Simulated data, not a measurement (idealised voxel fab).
Name of the process module below: voxel wiring stack
Each square cell in cross-section cut measures 5 nm, and the section as a whole is 255 nm wide.
Bands, listed from the top down, are how a cross-section gets written in this document; the cross-section itself is a grid of square cells, and a band is one or more rows of them.
Heights first: top, then bottom, in nm. Then materials, left to right, each with a width in nm. "edge to edge" on a single material: fills the band edge to edge. "blank": empty space.
Heights are measured from 0, the level below which the as-received wafer is all one material; the lowest band has no bottom and continues downward, written as in "0 -> down".
With a width like "30..40", each row of cells in the band differs from the next by the same amount, the top row carrying the first number and the bottom row the second.
No cell of the cross-section changed in a step that is given as "no modifications".
The label "Cavities, sealed" introduces a list of the empty spaces, 8 cells or larger, that have no open way up to the top; each entry in it reads width x height at distance, where the distance is taken from the left edge and all three are stated in nm.
Where a step's line continues beyond its settings, the continuation is a remark by the simulator itself on that step.
overlay nm: mask offset rightward from planned place, masked step; negative means leftward offset.
**The following list gives the planned process steps**
1,RECEIVE,material Si
2,CONFORMAL_DEP,material SiO2,thk nm 10
3,DIRECTIONAL_DEP,material TiN,thk nm 5
4,DIRECTIONAL_DEP,material Ru,thk nm 25
5,PATTERN,tone cover,mask id METAL_1,material resist,width nm 25,pitch nm 55,thk nm 15,overlay nm 0
6,DIRECTIONAL_ETCH,etch materials Ru,depth nm 25
7,DIRECTIONAL_ETCH,etch materials TiN,depth nm 5
8,STRIP,etch materials resist
9,FILL_DEP,material SiO2,thk nm 5
10,CMP,height nm 40
11,CONFORMAL_DEP,material SiCN,thk nm 5
12,DIRECTIONAL_DEP,material lowk,thk nm 20
13,MASKED_ETCH,tone open,mask id PLUG_1,width nm 15,pitch nm 55,etch materials lowk,depth nm 20,overlay nm 0
14,MASKED_ETCH,tone open,mask id PLUG_1,width nm 15,pitch nm 55,etch materials SiCN,depth nm 5,overlay nm 0
15,CONFORMAL_DEP,material TiN,thk nm 5
16,FILL_DEP,material W,thk nm 5
17,CMP,height nm 65
18,CONFORMAL_DEP,material SiN,thk nm 5
19,DIRECTIONAL_DEP,material lowk,thk nm 20
20,MASKED_ETCH,tone open,mask id METAL_2,width nm 25,pitch nm 55,etch materials lowk,depth nm 20,overlay nm 0
21,MASKED_ETCH,tone open,mask id METAL_2,width nm 25,pitch nm 55,etch materials SiN,depth nm 5,overlay nm 0
22,CONFORMAL_DEP,material TiN,thk nm 5
23,FILL_DEP,material Cu,thk nm 10
24,CMP,height nm 90
25,CONFORMAL_DEP,material SiCN,thk nm 5
**Here's what the wafer looked like in cross-section when it arrived - that's after step 1**
> 0 -> down  Si edge to edge
> Cavities, sealed: none
**Run as planned - first of the two wafers cross-sectioned at the end of the module**
> 95 -> 90  SiCN edge to edge
> 90 -> 70  lowk (30) | TiN (5) | Cu (15) | TiN (5) | lowk (30) | TiN (5) | Cu (15) | TiN (5) | lowk (30) | TiN (5) | Cu (15) | TiN (5) | lowk (30) | TiN (5) | Cu (15) | TiN (5) | lowk (35)
> 70 -> 65  SiN (30) | TiN (25) | SiN (30) | TiN (25) | SiN (30) | TiN (25) | SiN (30) | TiN (25) | SiN (35)
> 65 -> 45  lowk (30) | TiN (5) | W (5) | TiN (5) | lowk (40) | TiN (5) | W (5) | TiN (5) | lowk (40) | TiN (5) | W (5) | TiN (5) | lowk (40) | TiN (5) | W (5) | TiN (5) | lowk (45)
> 45 -> 40  SiCN (30) | TiN (15) | SiCN (40) | TiN (15) | SiCN (40) | TiN (15) | SiCN (40) | TiN (15) | SiCN (45)
> 40 -> 15  SiO2 (30) | Ru (25) | SiO2 (30) | Ru (25) | SiO2 (30) | Ru (25) | SiO2 (30) | Ru (25) | SiO2 (35)
> 15 -> 10  SiO2 (30) | TiN (25) | SiO2 (30) | TiN (25) | SiO2 (30) | TiN (25) | SiO2 (30) | TiN (25) | SiO2 (35)
> 10 -> 0  SiO2 edge to edge
> 0 -> down  Si edge to edge
> Cavities, sealed: none
**Second of two wafers, module complete, sectioned: it shares the first wafer's start and plan but was run with one mistake**
> 95 -> 90  SiCN edge to edge
> 90 -> 70  lowk (30) | TiN (5) | Cu (15) | TiN (5) | lowk (30) | TiN (5) | Cu (15) | TiN (5) | lowk (30) | TiN (5) | Cu (15) | TiN (5) | lowk (30) | TiN (5) | Cu (15) | TiN (5) | lowk (35)
> 70 -> 65  SiN (30) | TiN (25) | SiN (30) | TiN (25) | SiN (30) | TiN (25) | SiN (30) | TiN (25) | SiN (35)
> 65 -> 45  lowk (30) | TiN (5) | W (5) | TiN (5) | lowk (40) | TiN (5) | W (5) | TiN (5) | lowk (40) | TiN (5) | W (5) | TiN (5) | lowk (40) | TiN (5) | W (5) | TiN (5) | lowk (45)
> 45 -> 40  SiCN (30) | TiN (15) | SiCN (40) | TiN (15) | SiCN (40) | TiN (15) | SiCN (40) | TiN (15) | SiCN (45)
> 40 -> 35  SiO2 (30) | TiN (25) | SiO2 (30) | TiN (25) | SiO2 (30) | TiN (25) | SiO2 (30) | TiN (25) | SiO2 (35)
> 35 -> 10  Ru edge to edge
> 10 -> 0  SiO2 edge to edge
> 0 -> down  Si edge to edge
> Cavities, sealed: none
Where did the run depart from the plan? plan vs actual: 3 and 4 interchanged
Materials where the second wafer ends with more or fewer cells than the first: +155 Ru; -155 SiO2
